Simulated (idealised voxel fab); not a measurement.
The following process module bears the name voxel capacitor over wiring.
In the cross-section labelled cut, the width is 300 nm and each square cell is 5 nm.
Reading order for cross-sections: top band down to bottom band. Underlying form: a grid of square cells. Band size: one or more rows of cells. In this notation a band is specified by the heights of its top and bottom, in that order and in nm, after which its materials appear from left to right, each paired with its width in nm. The word "all across" attached to a single material means that material fills the band from edge to edge; the word "air" stands for empty space. A quick word on heights: they are counted from 0, and under that level the wafer as it came to us is one material throughout. The lowest band is different from the rest in having no bottom; it simply continues downward, written as in "0..down". The two numbers in a width such as "30->40" mark its ends across the band: the first belongs to the top row of cells, the second to the bottom row, and from each row to the next the width moves by the same amount. Where the words "all unchanged" appear for a step, the cross-section shows no cell changed by that step; every cell remained as before. "Trapped voids": empty spaces of 8 cells or more with no open way to the top, each given as width x height at distance, distance from the left edge, all in nm. Step line, after settings: the simulator's comment on this step. overlay nm: mask right of planned place by this much (step with mask). Neg. = left.

# Steps planned for the process
- 1: RECEIVE | material Si
- 2: CONFORMAL_DEP | material SiO2 | thk nm 15
- 3: CONFORMAL_DEP | material SiN | thk nm 5
- 4: DIRECTIONAL_DEP | material SiO2 | thk nm 15
- 5: PATTERN | tone open | mask id METAL_1 | material resist | width nm 25 | pitch nm 85 | thk nm 20 | overlay nm 0
- 6: DIRECTIONAL_ETCH | etch materials SiO2 | depth nm 15
- 7: DIRECTIONAL_ETCH | etch materials SiN | depth nm 5
- 8: STRIP | etch materials resist
- 9: CONFORMAL_DEP | material TiN | thk nm 5
- 10: FILL_DEP | material Cu | thk nm 5
- 11: CMP | height nm 35
- 12: EPI | material Ru | thk nm 5
- 13: FILL_DEP | material SiCN | thk nm 5
- 14: DIRECTIONAL_DEP | material SiO2 | thk nm 20
- 15: PATTERN | tone open | mask id PLUG_1 | material resist | width nm 15 | thk nm 15 | overlay nm 0
- 16: DIRECTIONAL_ETCH | etch materials SiO2 | depth nm 20
- 17: DIRECTIONAL_ETCH | etch materials SiCN | depth nm 5
- 18: STRIP | etch materials resist
- 19: CONFORMAL_DEP | material TiN | thk nm 5
- 20: FILL_DEP | material W | thk nm 5
- 21: CMP | height nm 65
- 22: DIRECTIONAL_DEP | material TiN | thk nm 5
- 23: DIRECTIONAL_DEP | material SiN | thk nm 5
- 24: DIRECTIONAL_DEP | material TiN | thk nm 5
- 25: DIRECTIONAL_DEP | material aC | thk nm 15
- 26: PATTERN | tone cover | mask id UPPER_PLATE | material resist | width nm 65 | thk nm 35 | overlay nm 0
- 27: DIRECTIONAL_ETCH | etch materials aC | depth nm 15
- 28: STRIP | etch materials resist
- 29: DIRECTIONAL_ETCH | etch materials TiN | depth nm 5
- 30: DIRECTIONAL_ETCH | etch materials SiN | depth nm 5
- 31: STRIP | etch materials aC
- 32: MASKED_ETCH | tone cover | mask id LOWER_PLATE | width nm 75 | etch materials TiN | depth nm 5 | overlay nm 0
- 33: FILL_DEP | material SiO2 | thk nm 20
- 34: CMP | height nm 95
- 35: PATTERN | tone open | mask id PLUG_2 | material resist | width nm 15 | thk nm 20 | overlay nm 0
- 36: DIRECTIONAL_ETCH | etch materials SiO2 | depth nm 15
- 37: STRIP | etch materials resist
- 38: CONFORMAL_DEP | material TiN | thk nm 5
- 39: FILL_DEP | material W | thk nm 5
- 40: CMP | height nm 95
- 41: CONFORMAL_DEP | material SiN | thk nm 5
What sets these wafers apart? The thk nm at step 13. They all start alike, and the plan carries the first wafer's value.

# As-received cross-section, first of several wafers, post step 1
- 0..down: Si all across
- Trapped voids: none

# Below, a row for every wafer. Read it as the end-of-module picture: for each material the wafer shows its cells gained (+) or lost (-) since it was received, and then its closed voids
thk nm 5, +18 Cu, +14 Ru, +103 SiCN, +123 SiN, +868 SiO2, +68 TiN, +6 W, Trapped voids: none
thk nm 10, +18 Cu, +14 Ru, +163 SiCN, +123 SiN, +811 SiO2, +66 TiN, +5 W, Trapped voids: none
thk nm 15, +18 Cu, +14 Ru, +223 SiCN, +123 SiN, +754 SiO2, +64 TiN, +4 W, Trapped voids: none
thk nm 20, +18 Cu, +14 Ru, +283 SiCN, +123 SiN, +697 SiO2, +62 TiN, +3 W, Trapped voids: none
